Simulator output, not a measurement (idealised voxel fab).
process module | voxel released beams
cross-section cut | 230 nm wide | cells 5 nm
A cross-section is a grid of square cells, given in bands from the top down. A band is one or more rows of cells.
Each band's line starts with the height of the band's top and of its bottom, in nm. Then come its materials from left to right, each with its width in nm. One material with "throughout" fills the band from edge to edge. "air" is empty space.
Height 0 is the level under which the wafer as received is all one material. The lowest band goes on downwards, as in "0 down".
A width such as "30 to 40" changes by the same amount from each row of cells to the next, from the band's top row to its bottom row.
"no change" after a step means that no cell of the cross-section changed.
closed voids: empty space of 8 cells or more with no open way to the top, each as width x height at its distance from the left edge, in nm
after a step's settings: what the simulator itself notes on the step
overlay nm, on a step with a mask: how far to the right of its planned place the mask lay; to the left if negative
plan
1 op RECEIVE | material Si
2 op CONFORMAL_DEP | material SiN | thk nm 10
3 op DIRECTIONAL_DEP | material SiO2 | thk nm 10
4 op PATTERN | tone open | mask id ANCHOR | material resist | width nm 40 | thk nm 15 | overlay nm 0
5 op DIRECTIONAL_ETCH | etch materials SiO2 | depth nm 10
6 op STRIP | etch materials resist
7 op CONFORMAL_DEP | material polySi | thk nm 15
8 op MASKED_ETCH | tone cover | mask id BEAM | width nm 100 | etch materials polySi | depth nm 15 | overlay nm 0
9 op STRIP | etch materials SiO2
as received, after step 1
  0 down: Si throughout
  closed voids: none
a wafer at the end: this start, this plan, one mistake
  35 to 25: SiN 80 | air 10 | SiN 140
  25 to 20: SiN throughout
  20 to 10: SiO2 65 | SiN 40 | SiO2 125
  10 to 0: SiN throughout
  0 down: Si throughout
  closed voids: none
what went wrong: step 7 ran as: op CONFORMAL_DEP | material SiN | thk nm 15
